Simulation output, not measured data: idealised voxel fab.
process module | voxel transistor to metal
cross-section cut | 180 nm wide | cells 5 nm
A cross-section is a grid of square cells, given in bands from the top down. A band is one or more rows of cells.
Each band's line starts with the height of the band's top and of its bottom, in nm. Then come its materials from left to right, each with its width in nm. One material with "throughout" fills the band from edge to edge. "air" is empty space.
Height 0 is the level under which the wafer as received is all one material. The lowest band goes on downwards, as in "0 down".
A width such as "30 to 40" changes by the same amount from each row of cells to the next, from the band's top row to its bottom row.
"no change" after a step means that no cell of the cross-section changed.
closed voids: empty space of 8 cells or more with no open way to the top, each as width x height at its distance from the left edge, in nm
after a step's settings: what the simulator itself notes on the step
overlay nm, on a step with a mask: how far to the right of its planned place the mask lay; to the left if negative
plan
1 op RECEIVE | material Si
2 op OXIDIZE | depth nm 5
3 op CONFORMAL_DEP | material SiN | thk nm 10
4 op MASKED_ETCH | tone cover | mask id ACTIVE | width nm 125 | etch materials SiN | depth nm 10 | overlay nm 0
5 op MASKED_ETCH | tone cover | mask id ACTIVE | width nm 125 | etch materials SiO2 | depth nm 5 | overlay nm 0
6 op MASKED_ETCH | tone cover | mask id ACTIVE | width nm 125 | etch materials Si | depth nm 20 | overlay nm 0
7 op OXIDIZE | depth nm 5
8 op FILL_DEP | material SiO2 | thk nm 15
9 op CMP | height nm 10
10 op SELECTIVE_ETCH | etch materials SiO2 | depth nm 5
11 op STRIP | etch materials SiN
12 op SELECTIVE_ETCH | etch materials SiO2 | depth nm 5
13 op OXIDIZE | depth nm 5
14 op DIRECTIONAL_DEP | material polySi | thk nm 25
15 op DIRECTIONAL_DEP | material SiCN | thk nm 10
16 op MASKED_ETCH | tone cover | mask id GATE | width nm 35 | etch materials SiCN | depth nm 20 | overlay nm 0
17 op MASKED_ETCH | tone cover | mask id GATE | width nm 35 | etch materials polySi | depth nm 35 | overlay nm 0
18 op CONFORMAL_DEP | material SiO2 | thk nm 5
19 op DIRECTIONAL_ETCH | etch materials SiO2 | depth nm 5
20 op CONFORMAL_DEP | material SiN | thk nm 5
21 op DIRECTIONAL_ETCH | etch materials SiN | depth nm 5
22 op DIRECTIONAL_ETCH | etch materials SiO2 | depth nm 5
23 op DIRECTIONAL_ETCH | etch materials Si | depth nm 10
24 op EPI | material SiGe | thk nm 15
25 op FILL_DEP | material SiO2 | thk nm 10
26 op CMP | height nm 20
27 op STRIP | etch materials polySi
28 op SELECTIVE_ETCH | etch materials SiO2 | depth nm 5
29 op CONFORMAL_DEP | material HfO2 | thk nm 5
30 op CONFORMAL_DEP | material TiN | thk nm 5
31 op FILL_DEP | material W | thk nm 10
32 op CMP | height nm 15
33 op DIRECTIONAL_DEP | material SiO2 | thk nm 15
34 op MASKED_ETCH | tone open | mask id CONTACT | width nm 20 | pitch nm 85 | etch materials SiO2 | depth nm 35 | overlay nm 0
35 op CONFORMAL_DEP | material TiN | thk nm 5
36 op FILL_DEP | material Ru | thk nm 5
37 op CMP | height nm 30
38 op CONFORMAL_DEP | material SiN | thk nm 5
39 op DIRECTIONAL_DEP | material lowk | thk nm 15
40 op DIRECTIONAL_DEP | material aC | thk nm 15
41 op PATTERN | tone open | mask id METAL_1 | material resist | width nm 20 | pitch nm 85 | thk nm 35 | overlay nm 0
42 op DIRECTIONAL_ETCH | etch materials aC | depth nm 15
43 op STRIP | etch materials resist
44 op DIRECTIONAL_ETCH | etch materials lowk | depth nm 15
45 op DIRECTIONAL_ETCH | etch materials SiN | depth nm 5
46 op STRIP | etch materials aC
47 op CONFORMAL_DEP | material TiN | thk nm 5
48 op FILL_DEP | material Ru | thk nm 5
49 op CMP | height nm 50
50 op CONFORMAL_DEP | material SiCN | thk nm 5
as received, after step 1
  0 down: Si throughout
  closed voids: none
a wafer at the end: this start, this plan, one mistake
  55 to 50: SiCN throughout
  50 to 35: Ru 30 | TiN 5 | lowk 20 | TiN 5 | Ru 55 | TiN 5 | lowk 20 | TiN 5 | Ru 35
  35 to 30: TiN 35 | SiN 20 | TiN 65 | SiN 20 | TiN 40
  30 to 15: SiO2 35 | TiN 5 | Ru 10 | TiN 5 | SiO2 65 | TiN 5 | Ru 10 | TiN 5 | SiO2 40
  15 to 10: SiO2 35 | TiN 5 | Ru 10 | TiN 5 | SiO2 5 | SiN 5 | HfO2 5 | TiN 5 | W 25 | TiN 5 | HfO2 5 | SiN 5 | SiO2 5 | TiN 5 | Ru 10 | TiN 5 | SiO2 40
  10 to 5: SiO2 35 | TiN 20 | SiO2 5 | SiN 5 | HfO2 5 | TiN 5 | W 25 | TiN 5 | HfO2 5 | SiN 5 | SiO2 5 | TiN 20 | SiO2 40
  5 to 0: SiO2 35 | TiN 10 | SiGe 15 | SiN 5 | HfO2 5 | TiN 5 | W 25 | TiN 5 | HfO2 5 | SiN 5 | SiGe 15 | TiN 10 | SiO2 40
  0 to -5: SiO2 25 | SiN 5 | SiO2 5 | TiN 10 | SiGe 15 | SiN 5 | HfO2 5 | TiN 35 | HfO2 5 | SiN 5 | SiGe 15 | TiN 10 | SiO2 5 | SiN 5 | SiO2 30
  -5 to -10: SiO2 30 | SiGe 30 | SiO2 5 | HfO2 45 | SiO2 5 | SiGe 30 | SiO2 35
  -10 to -20: SiO2 30 | SiGe 30 | Si 55 | SiGe 30 | SiO2 35
  -20 to -30: SiO2 30 | Si 115 | SiO2 35
  -30 down: Si throughout
  closed voids: none
what went wrong: step 41 ran as: op PATTERN | tone cover | mask id METAL_1 | material resist | width nm 20 | pitch nm 85 | thk nm 35 | overlay nm 0
